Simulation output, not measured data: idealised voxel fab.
The process module presented herein is designated voxel transistor to metal.
Section shown: cut. Width: 160 nm. Cell size: 5 nm, square.
A cross-section is a grid of square cells, given in bands from the top down. A band is one or more rows of cells.
This entry defines a band. It first specifies the height of the band's top and the height of its bottom in nm, and then specifies the band's materials from left to right, stating each material with its width in nm. The word "edge to edge" identifies a single material that fills the band from edge to edge, while the word "blank" identifies empty space.
Heights are reckoned from 0. Under this level, the received wafer is all of one material. The bottommost band is open-ended downward, for example "0 down".
The expression "30 to 40" gives the width at the extremes of the band, the first number at its top row of cells and the second at its bottom row, with the width changing by equal amounts from each row to the next in between.
"all unchanged" means the step left every cell of the cross-section as it was.
Any empty space of 8 cells or more lacking an open way to the top shows up in "Trapped cavities" as width x height at distance, distance from the left edge, in nm.
Formally, on a step line, whatever follows the settings is a remark that the simulator itself makes on the step.
overlay nm: where the mask lay relative to plan, measured to the right, on steps with a mask; negatives go left.

[Here's what the planned process steps look like]
- 1: RECEIVE with material Si
- 2: OXIDIZE with depth nm 5
- 3: CONFORMAL_DEP with material SiN, thk nm 10
- 4: MASKED_ETCH with tone cover, mask id ACTIVE, width nm 100, etch materials SiN, depth nm 10, overlay nm 0
- 5: MASKED_ETCH with tone cover, mask id ACTIVE, width nm 100, etch materials SiO2, depth nm 5, overlay nm 0
- 6: MASKED_ETCH with tone cover, mask id ACTIVE, width nm 100, etch materials Si, depth nm 30, overlay nm 0
- 7: FILL_DEP with material SiO2, thk nm 5
- 8: CMP with height nm 10
- 9: SELECTIVE_ETCH with etch materials SiO2, depth nm 5
- 10: STRIP with etch materials SiN
- 11: SELECTIVE_ETCH with etch materials SiO2, depth nm 5
- 12: OXIDIZE with depth nm 5
- 13: DIRECTIONAL_DEP with material polySi, thk nm 30
- 14: DIRECTIONAL_DEP with material SiCN, thk nm 15
- 15: DIRECTIONAL_DEP with material aC, thk nm 10
- 16: PATTERN with tone cover, mask id GATE, material resist, width nm 20, thk nm 30, overlay nm 0
- 17: DIRECTIONAL_ETCH with etch materials aC, depth nm 10
- 18: STRIP with etch materials resist
- 19: DIRECTIONAL_ETCH with etch materials SiCN, depth nm 25
- 20: DIRECTIONAL_ETCH with etch materials polySi, depth nm 40
- 21: STRIP with etch materials aC
- 22: CONFORMAL_DEP with material SiO2, thk nm 5
- 23: DIRECTIONAL_ETCH with etch materials SiO2, depth nm 5
- 24: CONFORMAL_DEP with material SiN, thk nm 10
- 25: DIRECTIONAL_ETCH with etch materials SiN, depth nm 10
- 26: DIRECTIONAL_ETCH with etch materials SiO2, depth nm 5
- 27: DIRECTIONAL_ETCH with etch materials Si, depth nm 15
- 28: EPI with material SiGe, thk nm 15
- 29: FILL_DEP with material SiO2, thk nm 5
- 30: CMP with height nm 40
- 31: DIRECTIONAL_DEP with material SiO2, thk nm 15
- 32: DIRECTIONAL_DEP with material aC, thk nm 10
- 33: PATTERN with tone open, mask id CONTACT, material resist, width nm 25, pitch nm 55, thk nm 30, overlay nm 0
- 34: DIRECTIONAL_ETCH with etch materials aC, depth nm 10
- 35: STRIP with etch materials resist
- 36: DIRECTIONAL_ETCH with etch materials SiO2, depth nm 50
- 37: STRIP with etch materials aC
- 38: CONFORMAL_DEP with material TiN, thk nm 5
- 39: FILL_DEP with material Ru, thk nm 5
- 40: CMP with height nm 55
- 41: DIRECTIONAL_DEP with material TiN, thk nm 5
- 42: DIRECTIONAL_DEP with material W, thk nm 25
- 43: PATTERN with tone cover, mask id METAL_1, material resist, width nm 15, pitch nm 65, thk nm 15, overlay nm 0
- 44: DIRECTIONAL_ETCH with etch materials W, depth nm 25
- 45: DIRECTIONAL_ETCH with etch materials TiN, depth nm 5
- 46: STRIP with etch materials resist
- 47: FILL_DEP with material lowk, thk nm 5
- 48: CMP with height nm 85
- 49: CONFORMAL_DEP with material SiCN, thk nm 5

[As-received state of the wafer in cross-section, equivalent to post-step 1]
  0 down  Si edge to edge
  Trapped cavities: none

[a wafer at the end: this start, this plan, one mistake]
  90 to 85  SiCN edge to edge
  85 to 60  40 of lowk / 15 of W / 50 of lowk / 15 of W / 40 of lowk
  60 to 55  SiCN edge to edge
  55 to 45  40 of SiO2 / 5 of TiN / 15 of Ru / 5 of TiN / 30 of SiO2 / 5 of TiN / 15 of Ru / 5 of TiN / 40 of SiO2
  45 to 40  40 of SiO2 / 5 of TiN / 5 of Ru / 15 of TiN / 30 of SiO2 / 15 of TiN / 5 of Ru / 5 of TiN / 40 of SiO2
  40 to 25  40 of SiO2 / 5 of TiN / 5 of Ru / 5 of TiN / 10 of SiN / 5 of SiO2 / 20 of SiCN / 5 of SiO2 / 10 of SiN / 5 of TiN / 5 of Ru / 5 of TiN / 40 of SiO2
  25 to 10  40 of SiO2 / 5 of TiN / 5 of Ru / 5 of TiN / 10 of SiN / 5 of SiO2 / 20 of polySi / 5 of SiO2 / 10 of SiN / 5 of TiN / 5 of Ru / 5 of TiN / 40 of SiO2
  10 to 5  40 of SiO2 / 15 of TiN / 10 of SiN / 5 of SiO2 / 20 of polySi / 5 of SiO2 / 10 of SiN / 15 of TiN / 40 of SiO2
  5 to 0  35 of SiO2 / 20 of SiGe / 10 of SiN / 5 of SiO2 / 20 of polySi / 5 of SiO2 / 10 of SiN / 20 of SiGe / 35 of SiO2
  0 to -5  30 of SiO2 / 10 of SiN / 15 of SiGe / 10 of SiN / 5 of SiO2 / 20 of polySi / 5 of SiO2 / 10 of SiN / 15 of SiGe / 10 of SiN / 30 of SiO2
  -5 to -10  40 of SiO2 / 15 of SiGe / 50 of SiO2 / 15 of SiGe / 40 of SiO2
  -10 to -25  30 of SiO2 / 10 of Si / 15 of SiGe / 50 of Si / 15 of SiGe / 10 of Si / 30 of SiO2
  -25 to -35  30 of SiO2 / 100 of Si / 30 of SiO2
  -35 down  Si edge to edge
  Trapped cavities: none
What was the processing mistake? step 41: run off-plan, actual operation and settings DIRECTIONAL_DEP with material SiCN, thk nm 5
